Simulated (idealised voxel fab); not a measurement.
process module | voxel wiring stack
cross-section cut | 230 nm wide | cells 5 nm
A cross-section is a grid of square cells, given in bands from the top down. A band is one or more rows of cells.
Each band's line starts with the height of the band's top and of its bottom, in nm. Then come its materials from left to right, each with its width in nm. One material with "throughout" fills the band from edge to edge. "air" is empty space.
Height 0 is the level under which the wafer as received is all one material. The lowest band goes on downwards, as in "0 down".
A width such as "30 to 40" changes by the same amount from each row of cells to the next, from the band's top row to its bottom row.
"no change" after a step means that no cell of the cross-section changed.
closed voids: empty space of 8 cells or more with no open way to the top, each as width x height at its distance from the left edge, in nm
after a step's settings: what the simulator itself notes on the step
overlay nm, on a step with a mask: how far to the right of its planned place the mask lay; to the left if negative
plan
1 op RECEIVE | material Si
2 op CONFORMAL_DEP | material SiO2 | thk nm 10
3 op DIRECTIONAL_DEP | material TiN | thk nm 5
4 op DIRECTIONAL_DEP | material W | thk nm 20
5 op PATTERN | tone cover | mask id METAL_1 | material resist | width nm 25 | pitch nm 40 | thk nm 20 | overlay nm 0
6 op DIRECTIONAL_ETCH | etch materials W | depth nm 20
7 op DIRECTIONAL_ETCH | etch materials TiN | depth nm 5
8 op STRIP | etch materials resist
9 op CONFORMAL_DEP | material SiN | thk nm 5
10 op FILL_DEP | material SiO2 | thk nm 10
11 op CMP | height nm 35
12 op CONFORMAL_DEP | material SiCN | thk nm 5
13 op DIRECTIONAL_DEP | material lowk | thk nm 15
14 op MASKED_ETCH | tone open | mask id PLUG_1 | width nm 15 | pitch nm 80 | etch materials lowk | depth nm 15 | overlay nm 0
15 op MASKED_ETCH | tone open | mask id PLUG_1 | width nm 15 | pitch nm 80 | etch materials SiCN | depth nm 5 | overlay nm 0
16 op EPI | material Ru | thk nm 10
17 op EPI | material Ru | thk nm 10
18 op DIRECTIONAL_DEP | material TiN | thk nm 5
19 op DIRECTIONAL_DEP | material Ru | thk nm 15
20 op DIRECTIONAL_DEP | material aC | thk nm 10
21 op PATTERN | tone cover | mask id METAL_2 | material resist | width nm 25 | pitch nm 40 | thk nm 30 | overlay nm 0
22 op DIRECTIONAL_ETCH | etch materials aC | depth nm 10
23 op STRIP | etch materials resist
24 op DIRECTIONAL_ETCH | etch materials Ru | depth nm 15
25 op DIRECTIONAL_ETCH | etch materials TiN | depth nm 5
26 op STRIP | etch materials aC
27 op CONFORMAL_DEP | material SiCN | thk nm 5
28 op FILL_DEP | material lowk | thk nm 5
29 op CMP | height nm 75
30 op CONFORMAL_DEP | material SiCN | thk nm 5
31 op DIRECTIONAL_DEP | material SiO2 | thk nm 35
32 op MASKED_ETCH | tone open | mask id METAL_3_HOLES | width nm 15 | pitch nm 40 | etch materials SiO2 | depth nm 35 | overlay nm 0
33 op DIRECTIONAL_DEP | material aC | thk nm 15
34 op PATTERN | tone open | mask id METAL_3 | material resist | width nm 25 | pitch nm 40 | thk nm 30 | overlay nm 0
35 op DIRECTIONAL_ETCH | etch materials aC | depth nm 15
36 op STRIP | etch materials resist
37 op DIRECTIONAL_ETCH | etch materials SiO2 | depth nm 20
38 op DIRECTIONAL_ETCH | etch materials SiCN | depth nm 5
39 op STRIP | etch materials aC
40 op CONFORMAL_DEP | material TiN | thk nm 5
41 op FILL_DEP | material Cu | thk nm 10
42 op CMP | height nm 115
43 op CONFORMAL_DEP | material SiCN | thk nm 5
44 op DIRECTIONAL_DEP | material lowk | thk nm 25
45 op DIRECTIONAL_DEP | material aC | thk nm 15
46 op PATTERN | tone open | mask id METAL_4_HOLES | material resist | width nm 15 | pitch nm 40 | thk nm 35 | overlay nm 0
47 op DIRECTIONAL_ETCH | etch materials aC | depth nm 15
48 op STRIP | etch materials resist
49 op DIRECTIONAL_ETCH | etch materials lowk | depth nm 25
50 op STRIP | etch materials aC
51 op MASKED_ETCH | tone open | mask id METAL_4 | width nm 25 | pitch nm 40 | etch materials lowk | depth nm 15 | overlay nm 0
52 op MASKED_ETCH | tone open | mask id METAL_4 | width nm 25 | pitch nm 40 | etch materials SiCN | depth nm 5 | overlay nm 0
53 op CONFORMAL_DEP | material TiN | thk nm 5
54 op FILL_DEP | material Ru | thk nm 10
55 op CMP | height nm 145
56 op CONFORMAL_DEP | material SiCN | thk nm 5
first wafer, as planned
as received, after step 1
  0 down: Si throughout
  closed voids: none
after step 2
  10 to 0: SiO2 throughout
  below 0: unchanged
after step 3
  15 to 10: TiN throughout
  below 10: unchanged
after step 4
  35 to 15: W throughout
  below 15: unchanged
after step 5
  55 to 35: air 60 | resist 25 | air 15 | resist 25 | air 15 | resist 25 | air 65
  below 35: unchanged
after step 6
  55 to 35: air 60 | resist 25 | air 15 | resist 25 | air 15 | resist 25 | air 65
  35 to 15: air 60 | W 25 | air 15 | W 25 | air 15 | W 25 | air 65
  below 15: unchanged
after step 7
  55 to 35: air 60 | resist 25 | air 15 | resist 25 | air 15 | resist 25 | air 65
  35 to 15: air 60 | W 25 | air 15 | W 25 | air 15 | W 25 | air 65
  15 to 10: air 60 | TiN 25 | air 15 | TiN 25 | air 15 | TiN 25 | air 65
  below 10: unchanged
after step 8
  35 to 15: air 60 | W 25 | air 15 | W 25 | air 15 | W 25 | air 65
  below 15: unchanged
after step 9
  40 to 35: air 55 | SiN 35 | air 5 | SiN 35 | air 5 | SiN 35 | air 60
  35 to 15: air 55 | SiN 5 | W 25 | SiN 5 | air 5 | SiN 5 | W 25 | SiN 5 | air 5 | SiN 5 | W 25 | SiN 5 | air 60
  15 to 10: SiN 60 | TiN 25 | SiN 15 | TiN 25 | SiN 15 | TiN 25 | SiN 65
  below 10: unchanged
after step 10
  50 to 40: SiO2 throughout
  40 to 35: SiO2 55 | SiN 35 | SiO2 5 | SiN 35 | SiO2 5 | SiN 35 | SiO2 60
  35 to 15: SiO2 55 | SiN 5 | W 25 | SiN 5 | SiO2 5 | SiN 5 | W 25 | SiN 5 | SiO2 5 | SiN 5 | W 25 | SiN 5 | SiO2 60
  below 15: unchanged
after step 11
  35 to 15: SiO2 55 | SiN 5 | W 25 | SiN 5 | SiO2 5 | SiN 5 | W 25 | SiN 5 | SiO2 5 | SiN 5 | W 25 | SiN 5 | SiO2 60
  below 15: unchanged
after step 12
  40 to 35: SiCN throughout
  below 35: unchanged
after step 13
  55 to 40: lowk throughout
  below 40: unchanged
after step 14
  55 to 40: lowk 60 | air 15 | lowk 65 | air 15 | lowk 75
  below 40: unchanged
after step 15
  55 to 40: lowk 60 | air 15 | lowk 65 | air 15 | lowk 75
  40 to 35: SiCN 60 | air 15 | SiCN 65 | air 15 | SiCN 75
  below 35: unchanged
after step 16
  55 to 45: lowk 60 | air 15 | lowk 65 | air 15 | lowk 75
  45 to 40: lowk 60 | Ru 15 | lowk 65 | Ru 15 | lowk 75
  40 to 35: SiCN 60 | Ru 15 | SiCN 65 | Ru 15 | SiCN 75
  below 35: unchanged
after step 17
  55 to 40: lowk 60 | Ru 15 | lowk 65 | Ru 15 | lowk 75
  below 40: unchanged
after step 18
  60 to 55: TiN throughout
  below 55: unchanged
after step 19
  75 to 60: Ru throughout
  below 60: unchanged
after step 20
  85 to 75: aC throughout
  below 75: unchanged
after step 21
  115 to 85: air 60 | resist 25 | air 15 | resist 25 | air 15 | resist 25 | air 65
  below 85: unchanged
after step 22
  105 to 85: air 60 | resist 25 | air 15 | resist 25 | air 15 | resist 25 | air 65
  85 to 75: air 60 | aC 25 | air 15 | aC 25 | air 15 | aC 25 | air 65
  below 75: unchanged
after step 23
  85 to 75: air 60 | aC 25 | air 15 | aC 25 | air 15 | aC 25 | air 65
  below 75: unchanged
after step 24
  85 to 75: air 60 | aC 25 | air 15 | aC 25 | air 15 | aC 25 | air 65
  75 to 60: air 60 | Ru 25 | air 15 | Ru 25 | air 15 | Ru 25 | air 65
  below 60: unchanged
after step 25
  85 to 75: air 60 | aC 25 | air 15 | aC 25 | air 15 | aC 25 | air 65
  75 to 60: air 60 | Ru 25 | air 15 | Ru 25 | air 15 | Ru 25 | air 65
  60 to 55: air 60 | TiN 25 | air 15 | TiN 25 | air 15 | TiN 25 | air 65
  below 55: unchanged
after step 26
  75 to 60: air 60 | Ru 25 | air 15 | Ru 25 | air 15 | Ru 25 | air 65
  below 60: unchanged
after step 27
  80 to 75: air 55 | SiCN 35 | air 5 | SiCN 35 | air 5 | SiCN 35 | air 60
  75 to 60: air 55 | SiCN 5 | Ru 25 | SiCN 5 | air 5 | SiCN 5 | Ru 25 | SiCN 5 | air 5 | SiCN 5 | Ru 25 | SiCN 5 | air 60
  60 to 55: SiCN 60 | TiN 25 | SiCN 15 | TiN 25 | SiCN 15 | TiN 25 | SiCN 65
  below 55: unchanged
after step 28
  85 to 80: lowk throughout
  80 to 75: lowk 55 | SiCN 35 | lowk 5 | SiCN 35 | lowk 5 | SiCN 35 | lowk 60
  75 to 60: lowk 55 | SiCN 5 | Ru 25 | SiCN 5 | lowk 5 | SiCN 5 | Ru 25 | SiCN 5 | lowk 5 | SiCN 5 | Ru 25 | SiCN 5 | lowk 60
  below 60: unchanged
after step 29
  75 to 60: lowk 55 | SiCN 5 | Ru 25 | SiCN 5 | lowk 5 | SiCN 5 | Ru 25 | SiCN 5 | lowk 5 | SiCN 5 | Ru 25 | SiCN 5 | lowk 60
  below 60: unchanged
after step 30
  80 to 75: SiCN throughout
  below 75: unchanged
after step 31
  115 to 80: SiO2 throughout
  below 80: unchanged
after step 32
  115 to 80: SiO2 60 | air 15 | SiO2 25 | air 15 | SiO2 25 | air 15 | SiO2 75
  below 80: unchanged
after step 33
  130 to 115: aC 60 | air 15 | aC 25 | air 15 | aC 25 | air 15 | aC 75
  115 to 95: SiO2 60 | air 15 | SiO2 25 | air 15 | SiO2 25 | air 15 | SiO2 75
  95 to 80: SiO2 60 | aC 15 | SiO2 25 | aC 15 | SiO2 25 | aC 15 | SiO2 75
  below 80: unchanged
after step 34
  160 to 130: resist 60 | air 25 | resist 15 | air 25 | resist 15 | air 25 | resist 65
  below 130: unchanged
after step 35
  145 to 130: resist 60 | air 25 | resist 15 | air 25 | resist 15 | air 25 | resist 65
  130 to 115: aC 60 | air 25 | aC 15 | air 25 | aC 15 | air 25 | aC 65
  115 to 80: SiO2 60 | air 15 | SiO2 25 | air 15 | SiO2 25 | air 15 | SiO2 75
  below 80: unchanged
after step 36
  130 to 115: aC 60 | air 25 | aC 15 | air 25 | aC 15 | air 25 | aC 65
  below 115: unchanged
after step 37
  130 to 115: aC 60 | air 25 | aC 15 | air 25 | aC 15 | air 25 | aC 65
  115 to 95: SiO2 60 | air 25 | SiO2 15 | air 25 | SiO2 15 | air 25 | SiO2 65
  below 95: unchanged
after step 38
  130 to 115: aC 60 | air 25 | aC 15 | air 25 | aC 15 | air 25 | aC 65
  115 to 95: SiO2 60 | air 25 | SiO2 15 | air 25 | SiO2 15 | air 25 | SiO2 65
  95 to 80: SiO2 60 | air 15 | SiO2 25 | air 15 | SiO2 25 | air 15 | SiO2 75
  80 to 75: SiCN 60 | air 15 | SiCN 25 | air 15 | SiCN 25 | air 15 | SiCN 75
  below 75: unchanged
after step 39
  115 to 95: SiO2 60 | air 25 | SiO2 15 | air 25 | SiO2 15 | air 25 | SiO2 65
  below 95: unchanged
after step 40
  120 to 115: TiN 65 | air 15 | TiN 25 | air 15 | TiN 25 | air 15 | TiN 70
  115 to 100: SiO2 60 | TiN 5 | air 15 | TiN 5 | SiO2 15 | TiN 5 | air 15 | TiN 5 | SiO2 15 | TiN 5 | air 15 | TiN 5 | SiO2 65
  100 to 95: SiO2 60 | TiN 5 | air 5 | TiN 15 | SiO2 15 | TiN 5 | air 5 | TiN 15 | SiO2 15 | TiN 5 | air 5 | TiN 15 | SiO2 65
  95 to 80: SiO2 60 | TiN 5 | air 5 | TiN 5 | SiO2 25 | TiN 5 | air 5 | TiN 5 | SiO2 25 | TiN 5 | air 5 | TiN 5 | SiO2 75
  80 to 75: SiCN 60 | TiN 15 | SiCN 25 | TiN 15 | SiCN 25 | TiN 15 | SiCN 75
  below 75: unchanged
after step 41
  130 to 120: Cu throughout
  120 to 115: TiN 65 | Cu 15 | TiN 25 | Cu 15 | TiN 25 | Cu 15 | TiN 70
  115 to 100: SiO2 60 | TiN 5 | Cu 15 | TiN 5 | SiO2 15 | TiN 5 | Cu 15 | TiN 5 | SiO2 15 | TiN 5 | Cu 15 | TiN 5 | SiO2 65
  100 to 95: SiO2 60 | TiN 5 | Cu 5 | TiN 15 | SiO2 15 | TiN 5 | Cu 5 | TiN 15 | SiO2 15 | TiN 5 | Cu 5 | TiN 15 | SiO2 65
  95 to 80: SiO2 60 | TiN 5 | Cu 5 | TiN 5 | SiO2 25 | TiN 5 | Cu 5 | TiN 5 | SiO2 25 | TiN 5 | Cu 5 | TiN 5 | SiO2 75
  below 80: unchanged
after step 42
  115 to 100: SiO2 60 | TiN 5 | Cu 15 | TiN 5 | SiO2 15 | TiN 5 | Cu 15 | TiN 5 | SiO2 15 | TiN 5 | Cu 15 | TiN 5 | SiO2 65
  below 100: unchanged
after step 43
  120 to 115: SiCN throughout
  below 115: unchanged
after step 44
  145 to 120: lowk throughout
  below 120: unchanged
after step 45
  160 to 145: aC throughout
  below 145: unchanged
after step 46
  195 to 160: resist 60 | air 15 | resist 25 | air 15 | resist 25 | air 15 | resist 75
  below 160: unchanged
after step 47
  180 to 160: resist 60 | air 15 | resist 25 | air 15 | resist 25 | air 15 | resist 75
  160 to 145: aC 60 | air 15 | aC 25 | air 15 | aC 25 | air 15 | aC 75
  below 145: unchanged
after step 48
  160 to 145: aC 60 | air 15 | aC 25 | air 15 | aC 25 | air 15 | aC 75
  below 145: unchanged
after step 49
  160 to 145: aC 60 | air 15 | aC 25 | air 15 | aC 25 | air 15 | aC 75
  145 to 120: lowk 60 | air 15 | lowk 25 | air 15 | lowk 25 | air 15 | lowk 75
  below 120: unchanged
after step 50
  145 to 120: lowk 60 | air 15 | lowk 25 | air 15 | lowk 25 | air 15 | lowk 75
  below 120: unchanged
after step 51
  145 to 130: lowk 60 | air 25 | lowk 15 | air 25 | lowk 15 | air 25 | lowk 65
  below 130: unchanged
after step 52
  145 to 130: lowk 60 | air 25 | lowk 15 | air 25 | lowk 15 | air 25 | lowk 65
  130 to 120: lowk 60 | air 15 | lowk 25 | air 15 | lowk 25 | air 15 | lowk 75
  120 to 115: SiCN 60 | air 15 | SiCN 25 | air 15 | SiCN 25 | air 15 | SiCN 75
  below 115: unchanged
after step 53
  150 to 145: TiN 65 | air 15 | TiN 25 | air 15 | TiN 25 | air 15 | TiN 70
  145 to 135: lowk 60 | TiN 5 | air 15 | TiN 5 | lowk 15 | TiN 5 | air 15 | TiN 5 | lowk 15 | TiN 5 | air 15 | TiN 5 | lowk 65
  135 to 130: lowk 60 | TiN 5 | air 5 | TiN 15 | lowk 15 | TiN 5 | air 5 | TiN 15 | lowk 15 | TiN 5 | air 5 | TiN 15 | lowk 65
  130 to 120: lowk 60 | TiN 5 | air 5 | TiN 5 | lowk 25 | TiN 5 | air 5 | TiN 5 | lowk 25 | TiN 5 | air 5 | TiN 5 | lowk 75
  120 to 115: SiCN 60 | TiN 15 | SiCN 25 | TiN 15 | SiCN 25 | TiN 15 | SiCN 75
  below 115: unchanged
after step 54
  160 to 150: Ru throughout
  150 to 145: TiN 65 | Ru 15 | TiN 25 | Ru 15 | TiN 25 | Ru 15 | TiN 70
  145 to 135: lowk 60 | TiN 5 | Ru 15 | TiN 5 | lowk 15 | TiN 5 | Ru 15 | TiN 5 | lowk 15 | TiN 5 | Ru 15 | TiN 5 | lowk 65
  135 to 130: lowk 60 | TiN 5 | Ru 5 | TiN 15 | lowk 15 | TiN 5 | Ru 5 | TiN 15 | lowk 15 | TiN 5 | Ru 5 | TiN 15 | lowk 65
  130 to 120: lowk 60 | TiN 5 | Ru 5 | TiN 5 | lowk 25 | TiN 5 | Ru 5 | TiN 5 | lowk 25 | TiN 5 | Ru 5 | TiN 5 | lowk 75
  below 120: unchanged
after step 55
  145 to 135: lowk 60 | TiN 5 | Ru 15 | TiN 5 | lowk 15 | TiN 5 | Ru 15 | TiN 5 | lowk 15 | TiN 5 | Ru 15 | TiN 5 | lowk 65
  below 135: unchanged
after step 56
  150 to 145: SiCN throughout
  below 145: unchanged
second wafer: like start, like plan, one mistake. Through step 31 it matches the first wafer
when step 32 should have ended
  115 to 80: SiO2 55 | air 25 | SiO2 15 | air 25 | SiO2 15 | air 25 | SiO2 70
  below 80: unchanged
when step 33 should have ended
  130 to 115: aC 55 | air 25 | aC 15 | air 25 | aC 15 | air 25 | aC 70
  115 to 95: SiO2 55 | air 25 | SiO2 15 | air 25 | SiO2 15 | air 25 | SiO2 70
  95 to 80: SiO2 55 | aC 25 | SiO2 15 | aC 25 | SiO2 15 | aC 25 | SiO2 70
  below 80: unchanged
when step 34 should have ended
  160 to 130: resist 60 | air 25 | resist 15 | air 25 | resist 15 | air 25 | resist 65
  130 to 115: aC 55 | resist 5 | air 20 | aC 15 | resist 5 | air 20 | aC 15 | resist 5 | air 20 | aC 70
  115 to 95: SiO2 55 | resist 5 | air 20 | SiO2 15 | resist 5 | air 20 | SiO2 15 | resist 5 | air 20 | SiO2 70
  below 95: unchanged
when step 35 should have ended
  145 to 130: resist 60 | air 25 | resist 15 | air 25 | resist 15 | air 25 | resist 65
  130 to 115: aC 55 | resist 5 | air 25 | aC 10 | resist 5 | air 25 | aC 10 | resist 5 | air 25 | aC 65
  115 to 95: SiO2 55 | resist 5 | air 20 | SiO2 15 | resist 5 | air 20 | SiO2 15 | resist 5 | air 20 | SiO2 70
  95 to 80: SiO2 55 | aC 5 | air 20 | SiO2 15 | aC 5 | air 20 | SiO2 15 | aC 5 | air 20 | SiO2 70
  below 80: unchanged
when step 36 should have ended
  130 to 115: aC 55 | air 30 | aC 10 | air 30 | aC 10 | air 30 | aC 65
  115 to 95: SiO2 55 | air 25 | SiO2 15 | air 25 | SiO2 15 | air 25 | SiO2 70
  below 95: unchanged
when step 37 should have ended
  130 to 115: aC 55 | air 30 | aC 10 | air 30 | aC 10 | air 30 | aC 65
  115 to 95: SiO2 55 | air 30 | SiO2 10 | air 30 | SiO2 10 | air 30 | SiO2 65
  below 95: unchanged
when step 38 should have ended
  130 to 115: aC 55 | air 30 | aC 10 | air 30 | aC 10 | air 30 | aC 65
  115 to 95: SiO2 55 | air 30 | SiO2 10 | air 30 | SiO2 10 | air 30 | SiO2 65
  95 to 80: SiO2 55 | aC 5 | air 20 | SiO2 15 | aC 5 | air 20 | SiO2 15 | aC 5 | air 20 | SiO2 70
  80 to 75: SiCN 60 | air 20 | SiCN 20 | air 20 | SiCN 20 | air 20 | SiCN 70
  below 75: unchanged
when step 39 should have ended
  115 to 95: SiO2 55 | air 30 | SiO2 10 | air 30 | SiO2 10 | air 30 | SiO2 65
  95 to 80: SiO2 55 | air 25 | SiO2 15 | air 25 | SiO2 15 | air 25 | SiO2 70
  below 80: unchanged
when step 40 should have ended
  120 to 115: TiN 60 | air 20 | TiN 20 | air 20 | TiN 20 | air 20 | TiN 70
  115 to 100: SiO2 55 | TiN 5 | air 20 | TiN 5 | SiO2 10 | TiN 5 | air 20 | TiN 5 | SiO2 10 | TiN 5 | air 20 | TiN 5 | SiO2 65
  100 to 95: SiO2 55 | TiN 5 | air 15 | TiN 10 | SiO2 10 | TiN 5 | air 15 | TiN 10 | SiO2 10 | TiN 5 | air 15 | TiN 10 | SiO2 65
  95 to 85: SiO2 55 | TiN 5 | air 15 | TiN 5 | SiO2 15 | TiN 5 | air 15 | TiN 5 | SiO2 15 | TiN 5 | air 15 | TiN 5 | SiO2 70
  85 to 80: SiO2 55 | TiN 10 | air 10 | TiN 5 | SiO2 15 | TiN 10 | air 10 | TiN 5 | SiO2 15 | TiN 10 | air 10 | TiN 5 | SiO2 70
  80 to 75: SiCN 60 | TiN 20 | SiCN 20 | TiN 20 | SiCN 20 | TiN 20 | SiCN 70
  below 75: unchanged
when step 41 should have ended
  130 to 120: Cu throughout
  120 to 115: TiN 60 | Cu 20 | TiN 20 | Cu 20 | TiN 20 | Cu 20 | TiN 70
  115 to 100: SiO2 55 | TiN 5 | Cu 20 | TiN 5 | SiO2 10 | TiN 5 | Cu 20 | TiN 5 | SiO2 10 | TiN 5 | Cu 20 | TiN 5 | SiO2 65
  100 to 95: SiO2 55 | TiN 5 | Cu 15 | TiN 10 | SiO2 10 | TiN 5 | Cu 15 | TiN 10 | SiO2 10 | TiN 5 | Cu 15 | TiN 10 | SiO2 65
  95 to 85: SiO2 55 | TiN 5 | Cu 15 | TiN 5 | SiO2 15 | TiN 5 | Cu 15 | TiN 5 | SiO2 15 | TiN 5 | Cu 15 | TiN 5 | SiO2 70
  85 to 80: SiO2 55 | TiN 10 | Cu 10 | TiN 5 | SiO2 15 | TiN 10 | Cu 10 | TiN 5 | SiO2 15 | TiN 10 | Cu 10 | TiN 5 | SiO2 70
  below 80: unchanged
when step 42 should have ended
  115 to 100: SiO2 55 | TiN 5 | Cu 20 | TiN 5 | SiO2 10 | TiN 5 | Cu 20 | TiN 5 | SiO2 10 | TiN 5 | Cu 20 | TiN 5 | SiO2 65
  below 100: unchanged
when step 43 should have ended
  120 to 115: SiCN throughout
  below 115: unchanged
when step 44 should have ended
  145 to 120: lowk throughout
  below 120: unchanged
when step 45 should have ended
  160 to 145: aC throughout
  below 145: unchanged
when step 46 should have ended
  195 to 160: resist 60 | air 15 | resist 25 | air 15 | resist 25 | air 15 | resist 75
  below 160: unchanged
when step 47 should have ended
  180 to 160: resist 60 | air 15 | resist 25 | air 15 | resist 25 | air 15 | resist 75
  160 to 145: aC 60 | air 15 | aC 25 | air 15 | aC 25 | air 15 | aC 75
  below 145: unchanged
when step 48 should have ended
  160 to 145: aC 60 | air 15 | aC 25 | air 15 | aC 25 | air 15 | aC 75
  below 145: unchanged
when step 49 should have ended
  160 to 145: aC 60 | air 15 | aC 25 | air 15 | aC 25 | air 15 | aC 75
  145 to 120: lowk 60 | air 15 | lowk 25 | air 15 | lowk 25 | air 15 | lowk 75
  below 120: unchanged
when step 50 should have ended
  145 to 120: lowk 60 | air 15 | lowk 25 | air 15 | lowk 25 | air 15 | lowk 75
  below 120: unchanged
when step 51 should have ended
  145 to 130: lowk 60 | air 25 | lowk 15 | air 25 | lowk 15 | air 25 | lowk 65
  below 130: unchanged
when step 52 should have ended
  145 to 130: lowk 60 | air 25 | lowk 15 | air 25 | lowk 15 | air 25 | lowk 65
  130 to 120: lowk 60 | air 15 | lowk 25 | air 15 | lowk 25 | air 15 | lowk 75
  120 to 115: SiCN 60 | air 15 | SiCN 25 | air 15 | SiCN 25 | air 15 | SiCN 75
  below 115: unchanged
when step 53 should have ended
  150 to 145: TiN 65 | air 15 | TiN 25 | air 15 | TiN 25 | air 15 | TiN 70
  145 to 135: lowk 60 | TiN 5 | air 15 | TiN 5 | lowk 15 | TiN 5 | air 15 | TiN 5 | lowk 15 | TiN 5 | air 15 | TiN 5 | lowk 65
  135 to 130: lowk 60 | TiN 5 | air 5 | TiN 15 | lowk 15 | TiN 5 | air 5 | TiN 15 | lowk 15 | TiN 5 | air 5 | TiN 15 | lowk 65
  130 to 120: lowk 60 | TiN 5 | air 5 | TiN 5 | lowk 25 | TiN 5 | air 5 | TiN 5 | lowk 25 | TiN 5 | air 5 | TiN 5 | lowk 75
  120 to 115: SiCN 60 | TiN 15 | SiCN 25 | TiN 15 | SiCN 25 | TiN 15 | SiCN 75
  below 115: unchanged
when step 54 should have ended
  160 to 150: Ru throughout
  150 to 145: TiN 65 | Ru 15 | TiN 25 | Ru 15 | TiN 25 | Ru 15 | TiN 70
  145 to 135: lowk 60 | TiN 5 | Ru 15 | TiN 5 | lowk 15 | TiN 5 | Ru 15 | TiN 5 | lowk 15 | TiN 5 | Ru 15 | TiN 5 | lowk 65
  135 to 130: lowk 60 | TiN 5 | Ru 5 | TiN 15 | lowk 15 | TiN 5 | Ru 5 | TiN 15 | lowk 15 | TiN 5 | Ru 5 | TiN 15 | lowk 65
  130 to 120: lowk 60 | TiN 5 | Ru 5 | TiN 5 | lowk 25 | TiN 5 | Ru 5 | TiN 5 | lowk 25 | TiN 5 | Ru 5 | TiN 5 | lowk 75
  below 120: unchanged
when step 55 should have ended
  145 to 135: lowk 60 | TiN 5 | Ru 15 | TiN 5 | lowk 15 | TiN 5 | Ru 15 | TiN 5 | lowk 15 | TiN 5 | Ru 15 | TiN 5 | lowk 65
  below 135: unchanged
when step 56 should have ended
  150 to 145: SiCN throughout
  below 145: unchanged
what went wrong: step 32 ran as: op MASKED_ETCH | tone open | mask id METAL_3_HOLES | width nm 25 | pitch nm 40 | etch materials SiO2 | depth nm 35 | overlay nm 0
at the end the second wafer has, in cells: 30 more of Cu | 3 fewer of SiCN | 30 fewer of SiO2 | 3 more of TiN
